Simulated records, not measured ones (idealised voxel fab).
Proc. module: voxel self aligned vias
Cross-section cut spans 290 nm and uses square cells 5 nm in size.
Throughout this document, each cross-section is represented as a grid of square cells and is presented as a sequence of bands enumerated from the top downward, where a band comprises one or more rows of cells.
First you get the band's top height and its bottom height, in nm, and then the materials it's made of, left to right, with each width in nm. If you see a single material with "all across", that one covers the band edge to edge. "empty" is empty space.
Height datum 0, below which the as-received substrate wafer is one material. Lowest band open at the bottom, running downward: "z 0 and below".
With a width like "30 to 40", each row of cells in the band differs from the next by the same amount, the top row carrying the first number and the bottom row the second.
Where a step carries "no change occurred", the cross-section came out of it unchanged, cell for cell.
Heads up: "Enclosed void entries" only lists the empty pockets with no open path to the top that are 8 cells or more, and it writes them as width x height at distance, distance from the left edge, in nm.
Read whatever lies past the settings on a step's line as the simulator's own remark about the step.
overlay nm: right-of-plan distance of the mask on a masked step; negative values mean left-of-plan.
**Planned step list for the process**
1) RECEIVE [material Si]
2) CONFORMAL_DEP [material SiO2] [thk nm 10]
3) CONFORMAL_DEP [material SiCN] [thk nm 5]
4) DIRECTIONAL_DEP [material SiO2] [thk nm 20]
5) MASKED_ETCH [tone open] [mask id LINES] [width nm 25] [pitch nm 50] [etch materials SiO2] [depth nm 20] [overlay nm 0]
6) CONFORMAL_DEP [material TiN] [thk nm 5]
7) FILL_DEP [material Ru] [thk nm 5]
8) CMP [height nm 35]
9) SELECTIVE_ETCH [etch materials W Ru TiN] [depth nm 5]
10) FILL_DEP [material SiN] [thk nm 10]
11) CMP [height nm 35]
12) DIRECTIONAL_DEP [material SiO2] [thk nm 15]
13) DIRECTIONAL_DEP [material aC] [thk nm 10]
14) PATTERN [tone open] [mask id VIAS] [material resist] [width nm 35] [pitch nm 50] [thk nm 30] [overlay nm 0]
15) DIRECTIONAL_ETCH [etch materials aC] [depth nm 10]
16) STRIP [etch materials resist]
17) DIRECTIONAL_ETCH [etch materials SiO2] [depth nm 15]
18) DIRECTIONAL_ETCH [etch materials SiN] [depth nm 5]
19) STRIP [etch materials aC]
20) CONFORMAL_DEP [material TiN] [thk nm 5]
21) FILL_DEP [material Cu] [thk nm 5]
22) CMP [height nm 50]
23) CONFORMAL_DEP [material SiN] [thk nm 5]
**Cross-section, incoming material, after step 1**
  z 0 and below: Si all across
  Enclosed void entries: none
**Looking at the first of two wafers in cross-section at end of module - ran to plan**
  z 55 to 50: SiN all across
  z 50 to 40: SiO2 100, TiN 5, Cu 25, TiN 5, SiO2 15, TiN 5, Cu 25, TiN 5, SiO2 105
  z 40 to 35: SiO2 100, TiN 10, Cu 15, TiN 10, SiO2 15, TiN 10, Cu 15, TiN 10, SiO2 105
  z 35 to 30: SiO2 105, TiN 25, SiO2 25, TiN 25, SiO2 110
  z 30 to 20: SiO2 105, TiN 5, Ru 15, TiN 5, SiO2 25, TiN 5, Ru 15, TiN 5, SiO2 110
  z 20 to 15: SiO2 105, TiN 25, SiO2 25, TiN 25, SiO2 110
  z 15 to 10: SiCN all across
  z 10 to 0: SiO2 all across
  z 0 and below: Si all across
  Enclosed void entries: none
**Cross-section, wafer two of two, end of module: same start and plan as wafer one, one error in execution**
  z 55 to 50: SiN all across
  z 50 to 40: SiO2 100, TiN 5, Cu 25, TiN 5, SiO2 15, TiN 5, Cu 25, TiN 5, SiO2 105
  z 40 to 35: SiO2 100, TiN 10, Cu 15, TiN 10, SiO2 15, TiN 10, Cu 15, TiN 10, SiO2 105
  z 35 to 30: SiO2 105, TiN 25, SiO2 25, TiN 25, SiO2 110
  z 30 to 20: SiO2 105, TiN 5, Ru 15, TiN 5, SiO2 25, TiN 5, Ru 15, TiN 5, SiO2 110
  z 20 to 15: SiO2 105, TiN 25, SiO2 25, TiN 25, SiO2 110
  z 15 to 10: SiCN all across
  z 10 to 0: Ru all across
  z 0 and below: Si all across
  Enclosed void entries: none
The plan and the run diverged here: in deviation from the planned setting, step 2 was conducted as CONFORMAL_DEP [material Ru] [thk nm 10]
The second wafer ends with more or fewer cells of some materials than the first, per final count: Ru: 116 more | SiO2: 116 fewer
